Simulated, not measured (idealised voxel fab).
Process module in this document: voxel plated lines
We display cut, a cross-section 210 nm in width whose square cells are each 5 nm.
A cross-section is a grid of square cells, given in bands from the top down. A band is one or more rows of cells. Read a band's entry like this: the first values are the height of its top and the height of its bottom in nm, and what follows is the sequence of materials from left to right, each with its width in nm. Note that "blank" is empty space, and that a single material marked "all across" reaches across the band from edge to edge. Where do heights start? At 0: under that level the wafer as delivered is made of one material only. And the lowest band has no floor; it just carries on downward, as in "0 -> down". Width "30..40": first value at the band's top row of cells, second value at its bottom row, equal change from row to row. What does "nothing different" mean for a step? It means no cell of the cross-section changed in that step. "Catalogued sealed voids": empty spaces of 8 cells or more with no open way to the top, each given as width x height at distance, distance from the left edge, all in nm. It should be noted that, on the line of a given step, the content following the step's settings is a remark produced by the simulator itself with respect to that step. You can add "overlay nm" to a step's line. For a step with a mask, it describes how far the mask lay to the right of its planned position, and a negative number describes a lay to the left.
Process steps foreseen in the plan
- 1: RECEIVE, material Si
- 2: CONFORMAL_DEP, material SiN, thk nm 10
- 3: DIRECTIONAL_DEP, material TiN, thk nm 5
- 4: PATTERN, tone open, mask id LINES, material resist, width nm 15, pitch nm 45, thk nm 30, overlay nm 0
- 5: EPI, material Ru, thk nm 10
- 6: EPI, material Ru, thk nm 10
- 7: STRIP, etch materials resist
- 8: DIRECTIONAL_ETCH, etch materials TiN, depth nm 5
- 9: CONFORMAL_DEP, material SiCN, thk nm 5
Variable across wafers: step 4 width nm (plan value is that of the first wafer; starting state common to all).
Received condition of the first of several wafers, sectioned: post-step 1
    0 -> down | Si all across
    Catalogued sealed voids: none
Module end state after final step 9: cross-section of the first of several wafers
    40 -> 35 | blank (25) / SiCN (25) / blank (20) / SiCN (25) / blank (20) / SiCN (25) / blank (20) / SiCN (25) / blank (25)
    35 -> 15 | blank (25) / SiCN (5) / Ru (15) / SiCN (5) / blank (20) / SiCN (5) / Ru (15) / SiCN (5) / blank (20) / SiCN (5) / Ru (15) / SiCN (5) / blank (20) / SiCN (5) / Ru (15) / SiCN (5) / blank (25)
    15 -> 10 | SiCN (30) / TiN (15) / SiCN (30) / TiN (15) / SiCN (30) / TiN (15) / SiCN (30) / TiN (15) / SiCN (30)
    10 -> 0 | SiN all across
    0 -> down | Si all across
    Catalogued sealed voids: none
X-section, last wafer, module end
    40 -> 35 | blank (15) / SiCN (40) / blank (5) / SiCN (40) / blank (5) / SiCN (40) / blank (5) / SiCN (40) / blank (20)
    35 -> 15 | blank (15) / SiCN (5) / Ru (30) / SiCN (5) / blank (5) / SiCN (5) / Ru (30) / SiCN (5) / blank (5) / SiCN (5) / Ru (30) / SiCN (5) / blank (5) / SiCN (5) / Ru (30) / SiCN (5) / blank (20)
    15 -> 10 | SiCN (20) / TiN (30) / SiCN (15) / TiN (30) / SiCN (15) / TiN (30) / SiCN (15) / TiN (30) / SiCN (25)
    10 -> 0 | SiN all across
    0 -> down | Si all across
    Catalogued sealed voids: none
Below: a row per wafer. Contents at end of module: for every material, cells gained since receipt (+) or lost since receipt (-); then closed voids
width nm 15; +48 Ru; +82 SiCN; +84 SiN; +12 TiN; Catalogued sealed voids: none
width nm 20; +64 Ru; +82 SiCN; +84 SiN; +16 TiN; Catalogued sealed voids: none
width nm 25; +80 Ru; +82 SiCN; +84 SiN; +20 TiN; Catalogued sealed voids: none
width nm 30; +96 Ru; +82 SiCN; +84 SiN; +24 TiN; Catalogued sealed voids: none
